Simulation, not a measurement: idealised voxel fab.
Presented below is a process module, voxel ribs on slabs.
Section shown: cut. Width: 290 nm. Cell size: 5 nm, square.
In this document a cross-section is written as a grid of square cells. It is given as a series of bands, listed from the top down, and a band is one or more rows of cells.
Heights first: top, then bottom, in nm. Then materials, left to right, each with a width in nm. "all across" on a single material: fills the band edge to edge. "air": empty space.
Height is counted from the level 0, under which the received wafer is composed throughout of one material. The lowest of the bands is not closed at the bottom but continues downward, in the notation "0..down".
Width spec "30 to 40" -> top row of cells at first value, bottom row at second value, equal per-row change in between.
Where the words "nothing changed" appear for a step, the cross-section shows no cell changed by that step; every cell remained as before.
Under "Trapped voids" you'll find the enclosed gaps, the ones with no way out to the top, that are 8 cells or bigger; each reads width x height at distance, with distance counted from the left edge, everything in nm.
What comes after the settings on a step's line is commentary from the simulator itself on that step.
What "overlay nm" on a step's line means: if the step has a mask, that mask lay this far to the right of its planned place, or, when the value is negative, to the left.

# Intended process steps
- 1: RECEIVE,material Si
- 2: DIRECTIONAL_DEP,material SiO2,thk nm 25
- 3: DIRECTIONAL_DEP,material polySi,thk nm 25
- 4: PATTERN,tone cover,mask id RIB,material resist,width nm 30,thk nm 20,overlay nm 0
- 5: DIRECTIONAL_ETCH,etch materials polySi,depth nm 10
- 6: STRIP,etch materials resist
- 7: MASKED_ETCH,tone cover,mask id SLAB,width nm 90,etch materials polySi,depth nm 15,overlay nm 0
- 8: FILL_DEP,material SiO2,thk nm 25
- 9: CMP,height nm 70
- 10: DIRECTIONAL_DEP,material TiN,thk nm 5
- 11: MASKED_ETCH,tone cover,mask id HEATER,width nm 40,etch materials TiN,depth nm 5,overlay nm 0
- 12: CONFORMAL_DEP,material SiO2,thk nm 5

# First out of two wafers; run went to plan

# The cross-section here shows the wafer as received, i.e. in its state after step 1
  0..down | Si all across
  Trapped voids: none

# Presented here is a cross-section of the wafer after step 2 has been performed
  25..0 | SiO2 all across
  Everything under 0 stays put, no change at all.

# Presented here is a cross-section of the wafer after step 3 has been performed
  50..25 | polySi all across
  Everything under 25 stays put, no change at all.

# Presented here is a cross-section of the wafer after step 4 has been performed
  70..50 | air (130), then resist (30), then air (130)
  Everything under 50 stays put, no change at all.

# Presented here is a cross-section of the wafer after step 5 has been performed
  70..50 | air (130), then resist (30), then air (130)
  50..40 | air (130), then polySi (30), then air (130)
  Everything under 40 stays put, no change at all.

# Presented here is a cross-section of the wafer after step 6 has been performed
  50..40 | air (130), then polySi (30), then air (130)
  Everything under 40 stays put, no change at all.

# Presented here is a cross-section of the wafer after step 7 has been performed
  50..40 | air (130), then polySi (30), then air (130)
  40..25 | air (100), then polySi (90), then air (100)
  Everything under 25 stays put, no change at all.

# Presented here is a cross-section of the wafer after step 8 has been performed
  75..50 | SiO2 all across
  50..40 | SiO2 (130), then polySi (30), then SiO2 (130)
  40..25 | SiO2 (100), then polySi (90), then SiO2 (100)
  Everything under 25 stays put, no change at all.

# Presented here is a cross-section of the wafer after step 9 has been performed
  70..50 | SiO2 all across
  Everything under 50 stays put, no change at all.

# Presented here is a cross-section of the wafer after step 10 has been performed
  75..70 | TiN all across
  Everything under 70 stays put, no change at all.

# Presented here is a cross-section of the wafer after step 11 has been performed
  75..70 | air (125), then TiN (40), then air (125)
  Everything under 70 stays put, no change at all.

# Presented here is a cross-section of the wafer after step 12 has been performed
  80..75 | air (120), then SiO2 (50), then air (120)
  75..70 | SiO2 (125), then TiN (40), then SiO2 (125)
  Everything under 70 stays put, no change at all.

# Second wafer. Start and plan as for the first. One mistake made in running. Agrees with the first up to and including step 11

What the second wafer looks like in cross-section when step 12 should have wrapped up: nothing changed
Here's what went sideways: step 12 of the plan never got run, it was skipped over
Final comparison by cell count, materials where the second wafer has more or fewer than the first: 60 fewer of SiO2
